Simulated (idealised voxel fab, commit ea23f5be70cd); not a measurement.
The document below concerns the process module designated voxel capacitor over wiring.
Shown is cross-section cut, with a width of 265 nm and square cells of size 5 nm.
In what follows, cross-sections appear as grids of square cells, described through bands that run from the top down, where every band is one or more rows of cells.
Top, bottom (nm), then materials left to right with widths (nm); lone material tagged "all across" fills the whole band edge to edge; "air" = empty space.
It should be noted that heights are counted from 0, beneath which the wafer as supplied is of one material throughout, and that the lowest band possesses no lower boundary but continues downward, as written in "0 down".
The notation "30..40" denotes a width that varies across the rows of cells in the band, beginning at the first number in the top row, finishing at the second number in the bottom row, and changing by an identical amount from each row to the next.
It should be understood that the words "same as before", when stated for a given step, signify that the cross-section underwent no change in any of its cells during that step.
The entry "Trapped void list" lists the empty spaces that cover at least 8 cells and have no open path to the top. Each is written as width x height at distance, where the distance is measured from the left edge and all three values are in nm.
What comes after the settings on a step's line is commentary from the simulator itself on that step.
overlay nm: right-of-plan distance of the mask on a masked step; negative values mean left-of-plan.
# So here's the lineup of process steps we planned
- 1: RECEIVE,material Si
- 2: CONFORMAL_DEP,material SiO2,thk nm 15
- 3: CONFORMAL_DEP,material SiN,thk nm 5
- 4: DIRECTIONAL_DEP,material SiO2,thk nm 20
- 5: PATTERN,tone open,mask id METAL_1,material resist,width nm 30,pitch nm 80,thk nm 15,overlay nm 0
- 6: DIRECTIONAL_ETCH,etch materials SiO2,depth nm 20
- 7: DIRECTIONAL_ETCH,etch materials SiN,depth nm 5
- 8: STRIP,etch materials resist
- 9: CONFORMAL_DEP,material TiN,thk nm 5
- 10: FILL_DEP,material Ru,thk nm 5
- 11: CMP,height nm 40
- 12: EPI,material Ru,thk nm 5
- 13: FILL_DEP,material SiCN,thk nm 5
- 14: DIRECTIONAL_DEP,material SiO2,thk nm 20
- 15: MASKED_ETCH,tone open,mask id PLUG_1,width nm 15,etch materials SiO2,depth nm 20,overlay nm 0
- 16: MASKED_ETCH,tone open,mask id PLUG_1,width nm 15,etch materials SiCN,depth nm 5,overlay nm 0
- 17: EPI,material Ru,thk nm 10
- 18: EPI,material Ru,thk nm 10
- 19: EPI,material Ru,thk nm 5
- 20: DIRECTIONAL_DEP,material TiN,thk nm 10
- 21: DIRECTIONAL_DEP,material Al2O3,thk nm 5
- 22: DIRECTIONAL_DEP,material TiN,thk nm 10
- 23: DIRECTIONAL_DEP,material aC,thk nm 15
- 24: PATTERN,tone cover,mask id UPPER_PLATE,material resist,width nm 55,thk nm 30,overlay nm 0
- 25: DIRECTIONAL_ETCH,etch materials aC,depth nm 15
- 26: STRIP,etch materials resist
- 27: DIRECTIONAL_ETCH,etch materials TiN,depth nm 10
- 28: DIRECTIONAL_ETCH,etch materials Al2O3,depth nm 5
- 29: STRIP,etch materials aC
- 30: MASKED_ETCH,tone cover,mask id LOWER_PLATE,width nm 65,etch materials TiN,depth nm 10,overlay nm 0
- 31: FILL_DEP,material SiO2,thk nm 15
- 32: CMP,height nm 105
- 33: DIRECTIONAL_DEP,material aC,thk nm 10
- 34: PATTERN,tone open,mask id PLUG_2,material resist,width nm 15,thk nm 30,overlay nm 0
- 35: DIRECTIONAL_ETCH,etch materials aC,depth nm 10
- 36: STRIP,etch materials resist
- 37: DIRECTIONAL_ETCH,etch materials SiO2,depth nm 10
- 38: STRIP,etch materials aC
- 39: CONFORMAL_DEP,material TiN,thk nm 5
- 40: FILL_DEP,material Cu,thk nm 5
- 41: CMP,height nm 105
- 42: CONFORMAL_DEP,material SiCN,thk nm 5
# First wafer out of two, processed as planned
# Delivered wafer in cross-section: state after step 1
> 0 down = Si all across
> Trapped void list: none
# Cross-section of the wafer subsequent to step 2
> 15 to 0 = SiO2 all across
> Under 0: no change, same as before.
# Cross-section of the wafer subsequent to step 3
> 20 to 15 = SiN all across
> Under 15: no change, same as before.
# Cross-section of the wafer subsequent to step 4
> 40 to 20 = SiO2 all across
> Under 20: no change, same as before.
# Cross-section of the wafer subsequent to step 5
> 55 to 40 = resist 75 / air 30 / resist 50 / air 30 / resist 80
> Under 40: no change, same as before.
# Cross-section of the wafer subsequent to step 6
> 55 to 40 = resist 75 / air 30 / resist 50 / air 30 / resist 80
> 40 to 20 = SiO2 75 / air 30 / SiO2 50 / air 30 / SiO2 80
> Under 20: no change, same as before.
# Cross-section of the wafer subsequent to step 7
> 55 to 40 = resist 75 / air 30 / resist 50 / air 30 / resist 80
> 40 to 20 = SiO2 75 / air 30 / SiO2 50 / air 30 / SiO2 80
> 20 to 15 = SiN 75 / air 30 / SiN 50 / air 30 / SiN 80
> Under 15: no change, same as before.
# Cross-section of the wafer subsequent to step 8
> 40 to 20 = SiO2 75 / air 30 / SiO2 50 / air 30 / SiO2 80
> Under 20: no change, same as before.
# Cross-section of the wafer subsequent to step 9
> 45 to 40 = TiN 80 / air 20 / TiN 60 / air 20 / TiN 85
> 40 to 20 = SiO2 75 / TiN 5 / air 20 / TiN 5 / SiO2 50 / TiN 5 / air 20 / TiN 5 / SiO2 80
> 20 to 15 = SiN 75 / TiN 30 / SiN 50 / TiN 30 / SiN 80
> Under 15: no change, same as before.
# Cross-section of the wafer subsequent to step 10
> 50 to 45 = Ru all across
> 45 to 40 = TiN 80 / Ru 20 / TiN 60 / Ru 20 / TiN 85
> 40 to 20 = SiO2 75 / TiN 5 / Ru 20 / TiN 5 / SiO2 50 / TiN 5 / Ru 20 / TiN 5 / SiO2 80
> Under 20: no change, same as before.
# Cross-section of the wafer subsequent to step 11
> 40 to 20 = SiO2 75 / TiN 5 / Ru 20 / TiN 5 / SiO2 50 / TiN 5 / Ru 20 / TiN 5 / SiO2 80
> Under 20: no change, same as before.
# Cross-section of the wafer subsequent to step 12
> 45 to 40 = air 70 / Ru 40 / air 40 / Ru 40 / air 75
> Under 40: no change, same as before.
# Cross-section of the wafer subsequent to step 13
> 50 to 45 = SiCN all across
> 45 to 40 = SiCN 70 / Ru 40 / SiCN 40 / Ru 40 / SiCN 75
> Under 40: no change, same as before.
# Cross-section of the wafer subsequent to step 14
> 70 to 50 = SiO2 all across
> Under 50: no change, same as before.
# Cross-section of the wafer subsequent to step 15
> 70 to 50 = SiO2 90 / air 15 / SiO2 160
> Under 50: no change, same as before.
# Cross-section of the wafer subsequent to step 16
> 70 to 50 = SiO2 90 / air 15 / SiO2 160
> 50 to 45 = SiCN 90 / air 15 / SiCN 160
> Under 45: no change, same as before.
# Cross-section of the wafer subsequent to step 17
> 70 to 55 = SiO2 90 / air 15 / SiO2 160
> 55 to 50 = SiO2 90 / Ru 15 / SiO2 160
> 50 to 45 = SiCN 90 / Ru 15 / SiCN 160
> Under 45: no change, same as before.
# Cross-section of the wafer subsequent to step 18
> 70 to 65 = SiO2 90 / air 15 / SiO2 160
> 65 to 50 = SiO2 90 / Ru 15 / SiO2 160
> Under 50: no change, same as before.
# Cross-section of the wafer subsequent to step 19
> 70 to 50 = SiO2 90 / Ru 15 / SiO2 160
> Under 50: no change, same as before.
# Cross-section of the wafer subsequent to step 20
> 80 to 70 = TiN all across
> Under 70: no change, same as before.
# Cross-section of the wafer subsequent to step 21
> 85 to 80 = Al2O3 all across
> Under 80: no change, same as before.
# Cross-section of the wafer subsequent to step 22
> 95 to 85 = TiN all across
> Under 85: no change, same as before.
# Cross-section of the wafer subsequent to step 23
> 110 to 95 = aC all across
> Under 95: no change, same as before.
# Cross-section of the wafer subsequent to step 24
> 140 to 110 = air 90 / resist 55 / air 120
> Under 110: no change, same as before.
# Cross-section of the wafer subsequent to step 25
> 125 to 110 = air 90 / resist 55 / air 120
> 110 to 95 = air 90 / aC 55 / air 120
> Under 95: no change, same as before.
# Cross-section of the wafer subsequent to step 26
> 110 to 95 = air 90 / aC 55 / air 120
> Under 95: no change, same as before.
# Cross-section of the wafer subsequent to step 27
> 110 to 95 = air 90 / aC 55 / air 120
> 95 to 85 = air 90 / TiN 55 / air 120
> Under 85: no change, same as before.
# Cross-section of the wafer subsequent to step 28
> 110 to 95 = air 90 / aC 55 / air 120
> 95 to 85 = air 90 / TiN 55 / air 120
> 85 to 80 = air 90 / Al2O3 55 / air 120
> Under 80: no change, same as before.
# Cross-section of the wafer subsequent to step 29
> 95 to 85 = air 90 / TiN 55 / air 120
> Under 85: no change, same as before.
# Cross-section of the wafer subsequent to step 30
> 95 to 85 = air 90 / TiN 55 / air 120
> 85 to 80 = air 90 / Al2O3 55 / air 120
> 80 to 70 = air 85 / TiN 65 / air 115
> Under 70: no change, same as before.
# Cross-section of the wafer subsequent to step 31
> 110 to 95 = SiO2 all across
> 95 to 85 = SiO2 90 / TiN 55 / SiO2 120
> 85 to 80 = SiO2 90 / Al2O3 55 / SiO2 120
> 80 to 70 = SiO2 85 / TiN 65 / SiO2 115
> Under 70: no change, same as before.
# Cross-section of the wafer subsequent to step 32
> 105 to 95 = SiO2 all across
> Under 95: no change, same as before.
# Cross-section of the wafer subsequent to step 33
> 115 to 105 = aC all across
> Under 105: no change, same as before.
# Cross-section of the wafer subsequent to step 34
> 145 to 115 = resist 100 / air 15 / resist 150
> Under 115: no change, same as before.
# Cross-section of the wafer subsequent to step 35
> 135 to 115 = resist 100 / air 15 / resist 150
> 115 to 105 = aC 100 / air 15 / aC 150
> Under 105: no change, same as before.
# Cross-section of the wafer subsequent to step 36
> 115 to 105 = aC 100 / air 15 / aC 150
> Under 105: no change, same as before.
# Cross-section of the wafer subsequent to step 37
> 115 to 105 = aC 100 / air 15 / aC 150
> 105 to 95 = SiO2 100 / air 15 / SiO2 150
> Under 95: no change, same as before.
# Cross-section of the wafer subsequent to step 38
> 105 to 95 = SiO2 100 / air 15 / SiO2 150
> Under 95: no change, same as before.
# Cross-section of the wafer subsequent to step 39
> 110 to 105 = TiN 105 / air 5 / TiN 155
> 105 to 100 = SiO2 100 / TiN 5 / air 5 / TiN 5 / SiO2 150
> 100 to 95 = SiO2 100 / TiN 15 / SiO2 150
> Under 95: no change, same as before.
# Cross-section of the wafer subsequent to step 40
> 115 to 110 = Cu all across
> 110 to 105 = TiN 105 / Cu 5 / TiN 155
> 105 to 100 = SiO2 100 / TiN 5 / Cu 5 / TiN 5 / SiO2 150
> Under 100: no change, same as before.
# Cross-section of the wafer subsequent to step 41
> 105 to 100 = SiO2 100 / TiN 5 / Cu 5 / TiN 5 / SiO2 150
> Under 100: no change, same as before.
# Cross-section of the wafer subsequent to step 42
> 110 to 105 = SiCN all across
> Under 105: no change, same as before.
# For the second wafer, take the first wafer's start and plan, then add one mistake made in running it; everything through step 13, that step included, is shared with the first
# Planned end of step 14: second wafer, cross-section
> 80 to 50 = SiO2 all across
> Under 50: no change, same as before.
# Planned end of step 15: second wafer, cross-section
> 80 to 60 = SiO2 90 / air 15 / SiO2 160
> Under 60: no change, same as before.
Planned end of step 16: second wafer, cross-section: same as before
Planned end of step 17: second wafer, cross-section: same as before
Planned end of step 18: second wafer, cross-section: same as before
Planned end of step 19: second wafer, cross-section: same as before
# Planned end of step 20: second wafer, cross-section
> 90 to 80 = TiN 90 / air 15 / TiN 160
> 80 to 70 = SiO2 90 / air 15 / SiO2 160
> 70 to 60 = SiO2 90 / TiN 15 / SiO2 160
> Under 60: no change, same as before.
# Planned end of step 21: second wafer, cross-section
> 95 to 90 = Al2O3 90 / air 15 / Al2O3 160
> 90 to 80 = TiN 90 / air 15 / TiN 160
> 80 to 75 = SiO2 90 / air 15 / SiO2 160
> 75 to 70 = SiO2 90 / Al2O3 15 / SiO2 160
> Under 70: no change, same as before.
# Planned end of step 22: second wafer, cross-section
> 105 to 95 = TiN 90 / air 15 / TiN 160
> 95 to 90 = Al2O3 90 / air 15 / Al2O3 160
> 90 to 85 = TiN 90 / air 15 / TiN 160
> 85 to 80 = TiN all across
> 80 to 75 = SiO2 90 / TiN 15 / SiO2 160
> Under 75: no change, same as before.
# Planned end of step 23: second wafer, cross-section
> 120 to 105 = aC 90 / air 15 / aC 160
> 105 to 100 = TiN 90 / air 15 / TiN 160
> 100 to 95 = TiN 90 / aC 15 / TiN 160
> 95 to 90 = Al2O3 90 / aC 15 / Al2O3 160
> 90 to 85 = TiN 90 / aC 15 / TiN 160
> Under 85: no change, same as before.
# Planned end of step 24: second wafer, cross-section
> 150 to 120 = air 90 / resist 55 / air 120
> 120 to 105 = aC 90 / resist 15 / aC 160
> 105 to 100 = TiN 90 / resist 15 / TiN 160
> Under 100: no change, same as before.
# Planned end of step 25: second wafer, cross-section
> 135 to 120 = air 90 / resist 55 / air 120
> 120 to 105 = air 90 / resist 15 / aC 40 / air 120
> Under 105: no change, same as before.
# Planned end of step 26: second wafer, cross-section
> 120 to 105 = air 105 / aC 40 / air 120
> 105 to 100 = TiN 90 / air 15 / TiN 160
> Under 100: no change, same as before.
# Planned end of step 27: second wafer, cross-section
> 120 to 105 = air 105 / aC 40 / air 120
> 105 to 100 = air 105 / TiN 40 / air 120
> 100 to 95 = air 90 / aC 15 / TiN 40 / air 120
> Under 95: no change, same as before.
# Planned end of step 28: second wafer, cross-section
> 120 to 105 = air 105 / aC 40 / air 120
> 105 to 100 = air 105 / TiN 40 / air 120
> 100 to 95 = air 90 / aC 15 / TiN 40 / air 120
> 95 to 90 = air 90 / aC 15 / Al2O3 40 / air 120
> Under 90: no change, same as before.
# Planned end of step 29: second wafer, cross-section
> 105 to 95 = air 105 / TiN 40 / air 120
> 95 to 90 = air 105 / Al2O3 40 / air 120
> 90 to 85 = TiN 90 / air 15 / TiN 160
> Under 85: no change, same as before.
# Planned end of step 30: second wafer, cross-section
> 105 to 95 = air 105 / TiN 40 / air 120
> 95 to 90 = air 105 / Al2O3 40 / air 120
> 90 to 85 = air 85 / TiN 5 / air 15 / TiN 45 / air 115
> 85 to 80 = air 85 / TiN 65 / air 115
> Under 80: no change, same as before.
# Planned end of step 31: second wafer, cross-section
> 120 to 105 = SiO2 all across
> 105 to 95 = SiO2 105 / TiN 40 / SiO2 120
> 95 to 90 = SiO2 105 / Al2O3 40 / SiO2 120
> 90 to 85 = SiO2 85 / TiN 5 / SiO2 15 / TiN 45 / SiO2 115
> 85 to 75 = SiO2 85..90 / TiN 65..15 / SiO2 115..160
> Under 75: no change, same as before.
# Planned end of step 32: second wafer, cross-section
> 105 to 95 = SiO2 105 / TiN 40 / SiO2 120
> Under 95: no change, same as before.
# Planned end of step 33: second wafer, cross-section
> 115 to 105 = aC all across
> Under 105: no change, same as before.
# Planned end of step 34: second wafer, cross-section
> 145 to 115 = resist 100 / air 15 / resist 150
> Under 115: no change, same as before.
# Planned end of step 35: second wafer, cross-section
> 135 to 115 = resist 100 / air 15 / resist 150
> 115 to 105 = aC 100 / air 15 / aC 150
> Under 105: no change, same as before.
# Planned end of step 36: second wafer, cross-section
> 115 to 105 = aC 100 / air 15 / aC 150
> Under 105: no change, same as before.
# Planned end of step 37: second wafer, cross-section
> 115 to 105 = aC 100 / air 15 / aC 150
> 105 to 95 = SiO2 100 / air 5 / TiN 40 / SiO2 120
> Under 95: no change, same as before.
# Planned end of step 38: second wafer, cross-section
> 105 to 95 = SiO2 100 / air 5 / TiN 40 / SiO2 120
> Under 95: no change, same as before.
# Planned end of step 39: second wafer, cross-section
> 110 to 105 = TiN all across
> 105 to 95 = SiO2 100 / TiN 45 / SiO2 120
> Under 95: no change, same as before.
# Planned end of step 40: second wafer, cross-section
> 115 to 110 = Cu all across
> Under 110: no change, same as before.
# Planned end of step 41: second wafer, cross-section
> 105 to 95 = SiO2 100 / TiN 45 / SiO2 120
> Under 95: no change, same as before.
# Planned end of step 42: second wafer, cross-section
> 110 to 105 = SiCN all across
> Under 105: no change, same as before.
Misprocessing identified: contrary to plan, step 14 was performed as DIRECTIONAL_DEP,material SiO2,thk nm 30
Materials where the second wafer ends with more or fewer cells than the first: Cu -1; Ru -15; SiCN +3; SiO2 +16; TiN -3
